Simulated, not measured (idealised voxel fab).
process module | voxel transistor to metal
cross-section cut | 195 nm wide | cells 5 nm
A cross-section is a grid of square cells, given in bands from the top down. A band is one or more rows of cells.
Each band's line starts with the height of the band's top and of its bottom, in nm. Then come its materials from left to right, each with its width in nm. One material with "throughout" fills the band from edge to edge. "air" is empty space.
Height 0 is the level under which the wafer as received is all one material. The lowest band goes on downwards, as in "0 down".
A width such as "30 to 40" changes by the same amount from each row of cells to the next, from the band's top row to its bottom row.
"no change" after a step means that no cell of the cross-section changed.
closed voids: empty space of 8 cells or more with no open way to the top, each as width x height at its distance from the left edge, in nm
after a step's settings: what the simulator itself notes on the step
overlay nm, on a step with a mask: how far to the right of its planned place the mask lay; to the left if negative
plan
1 op RECEIVE | material Si
2 op OXIDIZE | depth nm 5
3 op CONFORMAL_DEP | material SiN | thk nm 10
4 op DIRECTIONAL_DEP | material aC | thk nm 15
5 op PATTERN | tone cover | mask id ACTIVE | material resist | width nm 130 | thk nm 30 | overlay nm 0
6 op DIRECTIONAL_ETCH | etch materials aC | depth nm 15
7 op STRIP | etch materials resist
8 op DIRECTIONAL_ETCH | etch materials SiN | depth nm 10
9 op DIRECTIONAL_ETCH | etch materials SiO2 | depth nm 5
10 op DIRECTIONAL_ETCH | etch materials Si | depth nm 30
11 op STRIP | etch materials aC
12 op FILL_DEP | material SiO2 | thk nm 5
13 op CMP | height nm 10
14 op SELECTIVE_ETCH | etch materials SiO2 | depth nm 10
15 op STRIP | etch materials SiN
16 op SELECTIVE_ETCH | etch materials SiO2 | depth nm 5
17 op OXIDIZE | depth nm 5
18 op DIRECTIONAL_DEP | material polySi | thk nm 30
19 op DIRECTIONAL_DEP | material SiCN | thk nm 10
20 op DIRECTIONAL_DEP | material aC | thk nm 15
21 op PATTERN | tone cover | mask id GATE | material resist | width nm 30 | thk nm 30 | overlay nm 0
22 op DIRECTIONAL_ETCH | etch materials aC | depth nm 15
23 op STRIP | etch materials resist
24 op DIRECTIONAL_ETCH | etch materials SiCN | depth nm 20
25 op DIRECTIONAL_ETCH | etch materials polySi | depth nm 40
26 op STRIP | etch materials aC
27 op CONFORMAL_DEP | material SiN | thk nm 10
28 op DIRECTIONAL_ETCH | etch materials SiN | depth nm 10
29 op DIRECTIONAL_ETCH | etch materials SiO2 | depth nm 5
30 op DIRECTIONAL_ETCH | etch materials Si | depth nm 10
31 op EPI | material pSi | thk nm 10
32 op FILL_DEP | material SiO2 | thk nm 10
33 op CMP | height nm 25
34 op STRIP | etch materials polySi
35 op SELECTIVE_ETCH | etch materials SiO2 | depth nm 5
36 op CONFORMAL_DEP | material HfO2 | thk nm 5
37 op CONFORMAL_DEP | material TiN | thk nm 5
38 op FILL_DEP | material W | thk nm 10
39 op CMP | height nm 20
40 op DIRECTIONAL_DEP | material SiO2 | thk nm 10
41 op PATTERN | tone open | mask id CONTACT | material resist | width nm 20 | pitch nm 90 | thk nm 20 | overlay nm 0
42 op DIRECTIONAL_ETCH | etch materials SiO2 | depth nm 40
43 op STRIP | etch materials resist
44 op CONFORMAL_DEP | material TiN | thk nm 5
45 op FILL_DEP | material W | thk nm 10
46 op CMP | height nm 30
47 op DIRECTIONAL_DEP | material TiN | thk nm 5
48 op DIRECTIONAL_DEP | material Ru | thk nm 25
49 op MASKED_ETCH | tone cover | mask id METAL_1 | width nm 20 | pitch nm 90 | etch materials Ru | depth nm 25 | overlay nm 0
50 op MASKED_ETCH | tone cover | mask id METAL_1 | width nm 20 | pitch nm 90 | etch materials TiN | depth nm 5 | overlay nm 0
51 op CONFORMAL_DEP | material SiN | thk nm 5
52 op FILL_DEP | material SiO2 | thk nm 5
53 op CMP | height nm 60
54 op CONFORMAL_DEP | material SiCN | thk nm 5
as received, after step 1
  0 down: Si throughout
  closed voids: none
first wafer at the end, as planned
  65 to 60: SiCN throughout
  60 to 35: SiO2 35 | SiN 5 | Ru 20 | SiN 5 | SiO2 60 | SiN 5 | Ru 20 | SiN 5 | SiO2 40
  35 to 30: SiN 40 | TiN 20 | SiN 70 | TiN 20 | SiN 45
  30 to 20: SiO2 40 | TiN 5 | W 10 | TiN 5 | SiO2 70 | TiN 5 | W 10 | TiN 5 | SiO2 45
  20 to 0: SiO2 40 | TiN 5 | W 10 | TiN 5 | SiO2 10 | SiN 10 | HfO2 5 | TiN 5 | W 10 | TiN 5 | HfO2 5 | SiN 10 | SiO2 10 | TiN 5 | W 10 | TiN 5 | SiO2 45
  0 to -5: SiO2 40 | TiN 5 | W 10 | TiN 5 | pSi 10 | SiN 10 | HfO2 5 | TiN 20 | HfO2 5 | SiN 10 | pSi 10 | TiN 5 | W 10 | TiN 5 | SiO2 45
  -5 to -10: SiO2 40 | TiN 20 | pSi 10 | SiO2 5 | HfO2 40 | SiO2 5 | pSi 10 | TiN 20 | SiO2 45
  -10 to -20: SiO2 30 | pSi 40 | Si 50 | pSi 40 | SiO2 35
  -20 to -35: SiO2 30 | Si 130 | SiO2 35
  -35 down: Si throughout
  closed voids: none
second wafer at the end: like start, like plan, one mistake
  65 to 60: SiCN throughout
  60 to 35: SiO2 35 | SiN 5 | Ru 20 | SiN 5 | SiO2 60 | SiN 5 | Ru 20 | SiN 5 | SiO2 40
  35 to 30: SiN 40 | TiN 20 | SiN 70 | TiN 20 | SiN 45
  30 to 20: SiO2 40 | TiN 5 | W 10 | TiN 5 | SiO2 70 | TiN 5 | W 10 | TiN 5 | SiO2 45
  20 to 10: SiO2 40 | TiN 5 | W 10 | TiN 5 | SiO2 10 | SiN 10 | HfO2 5 | TiN 5 | W 10 | TiN 5 | HfO2 5 | SiN 10 | SiO2 10 | TiN 5 | W 10 | TiN 5 | SiO2 45
  10 to 5: SiO2 40 | TiN 5 | W 5 | TiN 10 | SiO2 10 | SiN 10 | HfO2 5 | TiN 5 | W 10 | TiN 5 | HfO2 5 | SiN 10 | SiO2 10 | TiN 10 | W 5 | TiN 5 | SiO2 45
  5 to 0: SiO2 40 | TiN 5 | W 5 | TiN 5 | pSi 15 | SiN 10 | HfO2 5 | TiN 5 | W 10 | TiN 5 | HfO2 5 | SiN 10 | pSi 15 | TiN 5 | W 5 | TiN 5 | SiO2 45
  0 to -5: SiO2 40 | TiN 15 | pSi 15 | SiN 10 | HfO2 5 | TiN 20 | HfO2 5 | SiN 10 | pSi 15 | TiN 15 | SiO2 45
  -5 to -10: SiO2 25 | pSi 45 | SiO2 5 | HfO2 40 | SiO2 5 | pSi 45 | SiO2 30
  -10 to -20: SiO2 30 | pSi 40 | Si 50 | pSi 40 | SiO2 35
  -20 to -35: SiO2 30 | Si 130 | SiO2 35
  -35 down: Si throughout
  closed voids: none
what went wrong: step 31 ran as: op EPI | material pSi | thk nm 15
at the end the second wafer has, in cells: 10 fewer of SiO2 | 4 fewer of TiN | 8 fewer of W | 22 more of pSi
